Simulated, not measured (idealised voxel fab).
Process module, titled voxel capacitor over wiring
Each square cell in cross-section cut measures 5 nm, and the section as a whole is 240 nm wide.
In this document a cross-section is written as a grid of square cells. It is given as a series of bands, listed from the top down, and a band is one or more rows of cells. For a band, the entry starts with two heights in nm, that of the top and then that of the bottom, and carries on with the band's materials in order from left to right, each alongside its width in nm; the word "full width" beside a single material means it fills the band edge to edge, and "air" means empty space. Basically, 0 is our baseline, since under it the wafer straight out of the box is all one material. The bottom band has no lower end and keeps on going down, so it looks like "top 0, no bottom". Width spec "30 to 40" -> top row of cells at first value, bottom row at second value, equal per-row change in between. Take "remains unaltered" at face value: in the step it is given for, the cross-section changed in none of its cells. "Fully sealed voids" contains a list of empty spaces, each no smaller than 8 cells and without an open way to the top, written in the form width x height at distance with the distance from the left edge and all three in nm. Step line, after settings: the simulator's comment on this step. overlay nm: for a step with a mask, the amount by which the mask lay right of where it was planned; a negative amount means left of it.

This section lists the process steps that were planned
1: RECEIVE | material Si
2: CONFORMAL_DEP | material SiO2 | thk nm 10
3: DIRECTIONAL_DEP | material TiN | thk nm 5
4: DIRECTIONAL_DEP | material W | thk nm 15
5: DIRECTIONAL_DEP | material aC | thk nm 15
6: PATTERN | tone cover | mask id METAL_1 | material resist | width nm 20 | pitch nm 70 | thk nm 35 | overlay nm 0
7: DIRECTIONAL_ETCH | etch materials aC | depth nm 15
8: STRIP | etch materials resist
9: DIRECTIONAL_ETCH | etch materials W | depth nm 15
10: DIRECTIONAL_ETCH | etch materials TiN | depth nm 5
11: STRIP | etch materials aC
12: FILL_DEP | material lowk | thk nm 5
13: CMP | height nm 30
14: CONFORMAL_DEP | material SiCN | thk nm 5
15: DIRECTIONAL_DEP | material lowk | thk nm 10
16: DIRECTIONAL_DEP | material aC | thk nm 10
17: PATTERN | tone open | mask id PLUG_1 | material resist | width nm 15 | thk nm 30 | overlay nm 0
18: DIRECTIONAL_ETCH | etch materials aC | depth nm 10
19: STRIP | etch materials resist
20: DIRECTIONAL_ETCH | etch materials lowk | depth nm 10
21: DIRECTIONAL_ETCH | etch materials SiCN | depth nm 5
22: STRIP | etch materials aC
23: CONFORMAL_DEP | material TiN | thk nm 5
24: FILL_DEP | material W | thk nm 10
25: CMP | height nm 45
26: DIRECTIONAL_DEP | material TiN | thk nm 5
27: DIRECTIONAL_DEP | material SiN | thk nm 5
28: DIRECTIONAL_DEP | material TiN | thk nm 10
29: DIRECTIONAL_DEP | material aC | thk nm 15
30: PATTERN | tone cover | mask id UPPER_PLATE | material resist | width nm 55 | thk nm 35 | overlay nm 0
31: DIRECTIONAL_ETCH | etch materials aC | depth nm 15
32: STRIP | etch materials resist
33: DIRECTIONAL_ETCH | etch materials TiN | depth nm 10
34: DIRECTIONAL_ETCH | etch materials SiN | depth nm 5
35: STRIP | etch materials aC
36: PATTERN | tone cover | mask id LOWER_PLATE | material resist | width nm 65 | thk nm 15 | overlay nm 0
37: DIRECTIONAL_ETCH | etch materials TiN | depth nm 5
38: STRIP | etch materials resist
39: FILL_DEP | material SiO2 | thk nm 15
40: CMP | height nm 75
41: PATTERN | tone open | mask id PLUG_2 | material resist | width nm 15 | thk nm 20 | overlay nm 0
42: DIRECTIONAL_ETCH | etch materials SiO2 | depth nm 10
43: STRIP | etch materials resist
44: CONFORMAL_DEP | material TiN | thk nm 5
45: FILL_DEP | material Ru | thk nm 5
46: CMP | height nm 75
47: CONFORMAL_DEP | material SiCN | thk nm 5

Shown in cross-section is the wafer as received, that is, as it stands after step 1
> top 0, no bottom: Si full width
> Fully sealed voids: none

Cross-sectional view of the first of the two wafers upon completion of the module, processed in accordance with the plan
> top 80, bottom 75: SiCN full width
> top 75, bottom 70: 90 SiO2; 5 TiN; 5 Ru; 5 TiN; 135 SiO2
> top 70, bottom 65: 90 SiO2; 15 TiN; 135 SiO2
> top 65, bottom 55: 80 SiO2; 55 TiN; 105 SiO2
> top 55, bottom 50: 80 SiO2; 55 SiN; 105 SiO2
> top 50, bottom 45: 75 SiO2; 65 TiN; 100 SiO2
> top 45, bottom 35: 80 lowk; 5 TiN; 5 W; 5 TiN; 145 lowk
> top 35, bottom 30: 80 SiCN; 15 TiN; 145 SiCN
> top 30, bottom 15: 75 lowk; 20 W; 50 lowk; 20 W; 75 lowk
> top 15, bottom 10: 75 lowk; 20 TiN; 50 lowk; 20 TiN; 75 lowk
> top 10, bottom 0: SiO2 full width
> top 0, no bottom: Si full width
> Fully sealed voids: none

The second wafer, shown in cross-section after the module: started the same way as the first and given the same plan, yet one mistake crept into how it was run
> top 80, bottom 75: SiCN full width
> top 75, bottom 70: 90 SiO2; 5 TiN; 5 Ru; 5 TiN; 135 SiO2
> top 70, bottom 65: 90 SiO2; 15 TiN; 135 SiO2
> top 65, bottom 55: 80 SiO2; 55 TiN; 105 SiO2
> top 55, bottom 50: 80 SiO2; 55 SiN; 105 SiO2
> top 50, bottom 45: 75 SiO2; 65 TiN; 100 SiO2
> top 45, bottom 35: 80 lowk; 5 TiN; 5 W; 5 TiN; 145 lowk
> top 35, bottom 30: 80 SiCN; 15 TiN; 145 SiCN
> top 30, bottom 15: 75 lowk; 20 W; 50 lowk; 20 W; 75 lowk
> top 15, bottom 10: 75 lowk; 20 TiN; 50 lowk; 20 TiN; 75 lowk
> top 10, bottom 0: SiCN full width
> top 0, no bottom: Si full width
> Fully sealed voids: none
Finding, execution versus plan: contrary to plan, step 2 was performed as CONFORMAL_DEP | material SiCN | thk nm 10
It is noted that, at the conclusion of processing, the second wafer exhibits a higher or lower cell count for certain materials relative to the first: 96 more of SiCN, 96 fewer of SiO2
